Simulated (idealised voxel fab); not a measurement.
process module | voxel capacitor over wiring
cross-section cut | 230 nm wide | cells 5 nm
A cross-section is a grid of square cells, given in bands from the top down. A band is one or more rows of cells.
Each band's line starts with the height of the band's top and of its bottom, in nm. Then come its materials from left to right, each with its width in nm. One material with "throughout" fills the band from edge to edge. "air" is empty space.
Height 0 is the level under which the wafer as received is all one material. The lowest band goes on downwards, as in "0 down".
A width such as "30 to 40" changes by the same amount from each row of cells to the next, from the band's top row to its bottom row.
"no change" after a step means that no cell of the cross-section changed.
closed voids: empty space of 8 cells or more with no open way to the top, each as width x height at its distance from the left edge, in nm
after a step's settings: what the simulator itself notes on the step
overlay nm, on a step with a mask: how far to the right of its planned place the mask lay; to the left if negative
plan
1 op RECEIVE | material Si
2 op CONFORMAL_DEP | material SiO2 | thk nm 15
3 op CONFORMAL_DEP | material SiN | thk nm 5
4 op DIRECTIONAL_DEP | material SiO2 | thk nm 15
5 op MASKED_ETCH | tone open | mask id METAL_1 | width nm 20 | pitch nm 90 | etch materials SiO2 | depth nm 15 | overlay nm 0
6 op MASKED_ETCH | tone open | mask id METAL_1 | width nm 20 | pitch nm 90 | etch materials SiN | depth nm 5 | overlay nm 0
7 op CONFORMAL_DEP | material TiN | thk nm 5
8 op FILL_DEP | material Cu | thk nm 5
9 op CMP | height nm 35
10 op CONFORMAL_DEP | material SiCN | thk nm 5
11 op DIRECTIONAL_DEP | material SiO2 | thk nm 15
12 op MASKED_ETCH | tone open | mask id PLUG_1 | width nm 15 | etch materials SiO2 | depth nm 15 | overlay nm 0
13 op MASKED_ETCH | tone open | mask id PLUG_1 | width nm 15 | etch materials SiCN | depth nm 5 | overlay nm 0
14 op CONFORMAL_DEP | material TiN | thk nm 5
15 op FILL_DEP | material Ru | thk nm 5
16 op CMP | height nm 55
17 op DIRECTIONAL_DEP | material TiN | thk nm 10
18 op DIRECTIONAL_DEP | material HfO2 | thk nm 5
19 op DIRECTIONAL_DEP | material TiN | thk nm 10
20 op MASKED_ETCH | tone cover | mask id UPPER_PLATE | width nm 75 | etch materials TiN | depth nm 10 | overlay nm 0
21 op MASKED_ETCH | tone cover | mask id UPPER_PLATE | width nm 75 | etch materials HfO2 | depth nm 5 | overlay nm 0
22 op MASKED_ETCH | tone cover | mask id LOWER_PLATE | width nm 85 | etch materials TiN | depth nm 10 | overlay nm 0
23 op FILL_DEP | material SiO2 | thk nm 20
24 op CMP | height nm 95
25 op PATTERN | tone open | mask id PLUG_2 | material resist | width nm 15 | thk nm 15 | overlay nm 0
26 op DIRECTIONAL_ETCH | etch materials SiO2 | depth nm 15
27 op STRIP | etch materials resist
28 op CONFORMAL_DEP | material TiN | thk nm 5
29 op FILL_DEP | material W | thk nm 5
30 op CMP | height nm 95
31 op CONFORMAL_DEP | material SiN | thk nm 5
first wafer, as planned
as received, after step 1
  0 down: Si throughout
  closed voids: none
after step 2
  15 to 0: SiO2 throughout
  below 0: unchanged
after step 3
  20 to 15: SiN throughout
  below 15: unchanged
after step 4
  35 to 20: SiO2 throughout
  below 20: unchanged
after step 5
  35 to 20: SiO2 60 | air 20 | SiO2 70 | air 20 | SiO2 60
  below 20: unchanged
after step 6
  35 to 20: SiO2 60 | air 20 | SiO2 70 | air 20 | SiO2 60
  20 to 15: SiN 60 | air 20 | SiN 70 | air 20 | SiN 60
  below 15: unchanged
after step 7
  40 to 35: TiN 65 | air 10 | TiN 80 | air 10 | TiN 65
  35 to 20: SiO2 60 | TiN 5 | air 10 | TiN 5 | SiO2 70 | TiN 5 | air 10 | TiN 5 | SiO2 60
  20 to 15: SiN 60 | TiN 20 | SiN 70 | TiN 20 | SiN 60
  below 15: unchanged
after step 8
  45 to 40: Cu throughout
  40 to 35: TiN 65 | Cu 10 | TiN 80 | Cu 10 | TiN 65
  35 to 20: SiO2 60 | TiN 5 | Cu 10 | TiN 5 | SiO2 70 | TiN 5 | Cu 10 | TiN 5 | SiO2 60
  below 20: unchanged
after step 9
  35 to 20: SiO2 60 | TiN 5 | Cu 10 | TiN 5 | SiO2 70 | TiN 5 | Cu 10 | TiN 5 | SiO2 60
  below 20: unchanged
after step 10
  40 to 35: SiCN throughout
  below 35: unchanged
after step 11
  55 to 40: SiO2 throughout
  below 40: unchanged
after step 12
  55 to 40: SiO2 65 | air 15 | SiO2 150
  below 40: unchanged
after step 13
  55 to 40: SiO2 65 | air 15 | SiO2 150
  40 to 35: SiCN 65 | air 15 | SiCN 150
  below 35: unchanged
after step 14
  60 to 55: TiN 70 | air 5 | TiN 155
  55 to 40: SiO2 65 | TiN 5 | air 5 | TiN 5 | SiO2 150
  40 to 35: SiCN 65 | TiN 15 | SiCN 150
  below 35: unchanged
after step 15
  65 to 60: Ru throughout
  60 to 55: TiN 70 | Ru 5 | TiN 155
  55 to 40: SiO2 65 | TiN 5 | Ru 5 | TiN 5 | SiO2 150
  below 40: unchanged
after step 16
  55 to 40: SiO2 65 | TiN 5 | Ru 5 | TiN 5 | SiO2 150
  below 40: unchanged
after step 17
  65 to 55: TiN throughout
  below 55: unchanged
after step 18
  70 to 65: HfO2 throughout
  below 65: unchanged
after step 19
  80 to 70: TiN throughout
  below 70: unchanged
after step 20
  80 to 70: air 65 | TiN 75 | air 90
  below 70: unchanged
after step 21
  80 to 70: air 65 | TiN 75 | air 90
  70 to 65: air 65 | HfO2 75 | air 90
  below 65: unchanged
after step 22
  80 to 70: air 65 | TiN 75 | air 90
  70 to 65: air 65 | HfO2 75 | air 90
  65 to 55: air 60 | TiN 85 | air 85
  below 55: unchanged
after step 23
  100 to 80: SiO2 throughout
  80 to 70: SiO2 65 | TiN 75 | SiO2 90
  70 to 65: SiO2 65 | HfO2 75 | SiO2 90
  65 to 55: SiO2 60 | TiN 85 | SiO2 85
  below 55: unchanged
after step 24
  95 to 80: SiO2 throughout
  below 80: unchanged
after step 25
  110 to 95: resist 75 | air 15 | resist 140
  below 95: unchanged
after step 26
  110 to 95: resist 75 | air 15 | resist 140
  95 to 80: SiO2 75 | air 15 | SiO2 140
  below 80: unchanged
after step 27
  95 to 80: SiO2 75 | air 15 | SiO2 140
  below 80: unchanged
after step 28
  100 to 95: TiN 80 | air 5 | TiN 145
  95 to 85: SiO2 75 | TiN 5 | air 5 | TiN 5 | SiO2 140
  85 to 80: SiO2 75 | TiN 15 | SiO2 140
  below 80: unchanged
after step 29
  105 to 100: W throughout
  100 to 95: TiN 80 | W 5 | TiN 145
  95 to 85: SiO2 75 | TiN 5 | W 5 | TiN 5 | SiO2 140
  below 85: unchanged
after step 30
  95 to 85: SiO2 75 | TiN 5 | W 5 | TiN 5 | SiO2 140
  below 85: unchanged
after step 31
  100 to 95: SiN throughout
  below 95: unchanged
second wafer: like start, like plan, one mistake. Through step 20 it matches the first wafer
when step 21 should have ended
  80 to 70: air 65 | TiN 75 | air 90
  70 to 65: air 65 | HfO2 75 | air 90
  below 65: unchanged
when step 22 should have ended
  80 to 70: air 65 | TiN 75 | air 90
  70 to 65: air 65 | HfO2 75 | air 90
  65 to 55: air 60 | TiN 85 | air 85
  below 55: unchanged
when step 23 should have ended
  100 to 80: SiO2 throughout
  80 to 70: SiO2 65 | TiN 75 | SiO2 90
  70 to 65: SiO2 65 | HfO2 75 | SiO2 90
  65 to 55: SiO2 60 | TiN 85 | SiO2 85
  below 55: unchanged
when step 24 should have ended
  95 to 80: SiO2 throughout
  below 80: unchanged
when step 25 should have ended
  110 to 95: resist 75 | air 15 | resist 140
  below 95: unchanged
when step 26 should have ended
  110 to 95: resist 75 | air 15 | resist 140
  95 to 80: SiO2 75 | air 15 | SiO2 140
  below 80: unchanged
when step 27 should have ended
  95 to 80: SiO2 75 | air 15 | SiO2 140
  below 80: unchanged
when step 28 should have ended
  100 to 95: TiN 80 | air 5 | TiN 145
  95 to 85: SiO2 75 | TiN 5 | air 5 | TiN 5 | SiO2 140
  85 to 80: SiO2 75 | TiN 15 | SiO2 140
  below 80: unchanged
when step 29 should have ended
  105 to 100: W throughout
  100 to 95: TiN 80 | W 5 | TiN 145
  95 to 85: SiO2 75 | TiN 5 | W 5 | TiN 5 | SiO2 140
  below 85: unchanged
when step 30 should have ended
  95 to 85: SiO2 75 | TiN 5 | W 5 | TiN 5 | SiO2 140
  below 85: unchanged
when step 31 should have ended
  100 to 95: SiN throughout
  below 95: unchanged
what went wrong: step 21 was run twice
at the end the two cross-sections are the same: no effect in what this model computes
